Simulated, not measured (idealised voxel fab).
The following is a process module called voxel transistor to metal.
The figure presents cross-section cut, which has a width of 180 nm and is divided into square cells with an edge length of 5 nm.
For the purposes of this document, a cross-section shall be understood as a grid of square cells, specified as bands listed in top-to-bottom order, each band consisting of one or more rows of cells.
Each band's line starts with the height of the band's top and of its bottom, in nm. Then come its materials from left to right, each with its width in nm. One material with "everywhere" fills the band from edge to edge. "air" is empty space.
Heads up on the height convention: 0 is the point under which the incoming wafer is all one material, and the lowest band has no bottom, it just keeps going down, like "0 down".
Graded width ("30..40"): value in top row of band = first number; value in bottom row = second number; row-to-row change constant.
Reading "remained the same" for a step: not a cell of the cross-section changed in it.
The entry "Unvented cavities" lists the empty spaces that cover at least 8 cells and have no open path to the top. Each is written as width x height at distance, where the distance is measured from the left edge and all three values are in nm.
Where a step's line continues beyond its settings, the continuation is a remark by the simulator itself on that step.
Among the settings permitted on a step's line is "overlay nm"; applied to a step with a mask, it specifies the extent to which the mask lay to the right of its planned position, whereas a negative figure signifies a position to the left.
## Process steps (planned)
step 1: RECEIVE: material Si
step 2: CONFORMAL_DEP: material SiO2, thk nm 5
step 3: CONFORMAL_DEP: material SiN, thk nm 10
step 4: MASKED_ETCH: tone cover, mask id ACTIVE, width nm 110, etch materials SiN, depth nm 10, overlay nm 0
step 5: MASKED_ETCH: tone cover, mask id ACTIVE, width nm 110, etch materials SiO2, depth nm 5, overlay nm 0
step 6: MASKED_ETCH: tone cover, mask id ACTIVE, width nm 110, etch materials Si, depth nm 20, overlay nm 0
step 7: OXIDIZE: depth nm 5
step 8: FILL_DEP: material SiO2, thk nm 10
step 9: CMP: height nm 15
step 10: SELECTIVE_ETCH: etch materials SiO2, depth nm 10
step 11: STRIP: etch materials SiN
step 12: SELECTIVE_ETCH: etch materials SiO2, depth nm 5
step 13: OXIDIZE: depth nm 5
step 14: DIRECTIONAL_DEP: material polySi, thk nm 30
step 15: DIRECTIONAL_DEP: material SiCN, thk nm 10
step 16: MASKED_ETCH: tone cover, mask id GATE, width nm 20, etch materials SiCN, depth nm 20, overlay nm 0
step 17: MASKED_ETCH: tone cover, mask id GATE, width nm 20, etch materials polySi, depth nm 40, overlay nm 0
step 18: CONFORMAL_DEP: material SiN, thk nm 5
step 19: DIRECTIONAL_ETCH: etch materials SiN, depth nm 5
step 20: DIRECTIONAL_ETCH: etch materials SiO2, depth nm 5
step 21: DIRECTIONAL_ETCH: etch materials Si, depth nm 5
step 22: EPI: material pSi, thk nm 5
step 23: FILL_DEP: material SiO2, thk nm 10
step 24: CMP: height nm 40
step 25: DIRECTIONAL_DEP: material SiO2, thk nm 10
step 26: MASKED_ETCH: tone open, mask id CONTACT, width nm 30, pitch nm 60, etch materials SiO2, depth nm 55, overlay nm 0
step 27: CONFORMAL_DEP: material TiN, thk nm 5
step 28: FILL_DEP: material Ru, thk nm 5
step 29: CMP: height nm 50
step 30: CONFORMAL_DEP: material SiCN, thk nm 5
step 31: DIRECTIONAL_DEP: material SiO2, thk nm 20
step 32: PATTERN: tone open, mask id METAL_1, material resist, width nm 15, pitch nm 75, thk nm 15, overlay nm 0
step 33: DIRECTIONAL_ETCH: etch materials SiO2, depth nm 20
step 34: DIRECTIONAL_ETCH: etch materials SiCN, depth nm 5
step 35: STRIP: etch materials resist
step 36: CONFORMAL_DEP: material TiN, thk nm 5
step 37: FILL_DEP: material Cu, thk nm 5
step 38: CMP: height nm 75
step 39: CONFORMAL_DEP: material SiCN, thk nm 5
step 40: DIRECTIONAL_DEP: material SiO2, thk nm 35
step 41: PATTERN: tone open, mask id METAL_2, material resist, width nm 15, pitch nm 75, thk nm 15, overlay nm 0
step 42: DIRECTIONAL_ETCH: etch materials SiO2, depth nm 20
step 43: STRIP: etch materials resist
step 44: DIRECTIONAL_DEP: material aC, thk nm 15
step 45: PATTERN: tone open, mask id METAL_2_HOLES, material resist, width nm 15, pitch nm 75, thk nm 30, overlay nm 0
step 46: DIRECTIONAL_ETCH: etch materials aC, depth nm 15
step 47: STRIP: etch materials resist
step 48: DIRECTIONAL_ETCH: etch materials SiO2, depth nm 15
step 49: DIRECTIONAL_ETCH: etch materials SiCN, depth nm 5
step 50: STRIP: etch materials aC
step 51: CONFORMAL_DEP: material TiN, thk nm 5
step 52: FILL_DEP: material Ru, thk nm 5
step 53: CMP: height nm 115
step 54: CONFORMAL_DEP: material SiN, thk nm 5
## Cross-sectional view of the wafer in its as-received condition, corresponding to the state after step 1
  0 down = Si everywhere
  Unvented cavities: none
## Final wafer profile in cross-section after the module, from the same start and plan as above, with one mistake made during processing
  120 to 115 = SiN everywhere
  115 to 80 = 45 nm SiO2, 5 nm TiN, 5 nm Ru, 5 nm TiN, 60 nm SiO2, 5 nm TiN, 5 nm Ru, 5 nm TiN, 45 nm SiO2
  80 to 75 = 45 nm SiCN, 15 nm TiN, 60 nm SiCN, 15 nm TiN, 45 nm SiCN
  75 to 55 = 45 nm SiO2, 5 nm TiN, 5 nm Cu, 5 nm TiN, 60 nm SiO2, 5 nm TiN, 5 nm Cu, 5 nm TiN, 45 nm SiO2
  55 to 50 = 45 nm SiCN, 15 nm TiN, 60 nm SiCN, 15 nm TiN, 45 nm SiCN
  50 to 40 = 45 nm SiO2, 5 nm TiN, 20 nm Ru, 5 nm TiN, 30 nm SiO2, 5 nm TiN, 20 nm Ru, 5 nm TiN, 45 nm SiO2
  40 to 25 = 45 nm SiO2, 5 nm TiN, 20 nm Ru, 5 nm TiN, 5 nm SiN, 20 nm SiCN, 5 nm SiN, 5 nm TiN, 20 nm Ru, 5 nm TiN, 45 nm SiO2
  25 to 20 = 45 nm SiO2, 30 nm TiN, 5 nm SiN, 20 nm SiCN, 5 nm SiN, 30 nm TiN, 45 nm SiO2
  20 to 0 = SiCN everywhere
  0 to -5 = SiO2 everywhere
  -5 to -25 = 40 nm SiO2, 100 nm Si, 40 nm SiO2
  -25 down = Si everywhere
  Unvented cavities: none
Plan not followed: off-plan run, step 14, actual operation and settings DIRECTIONAL_DEP: material SiCN, thk nm 30
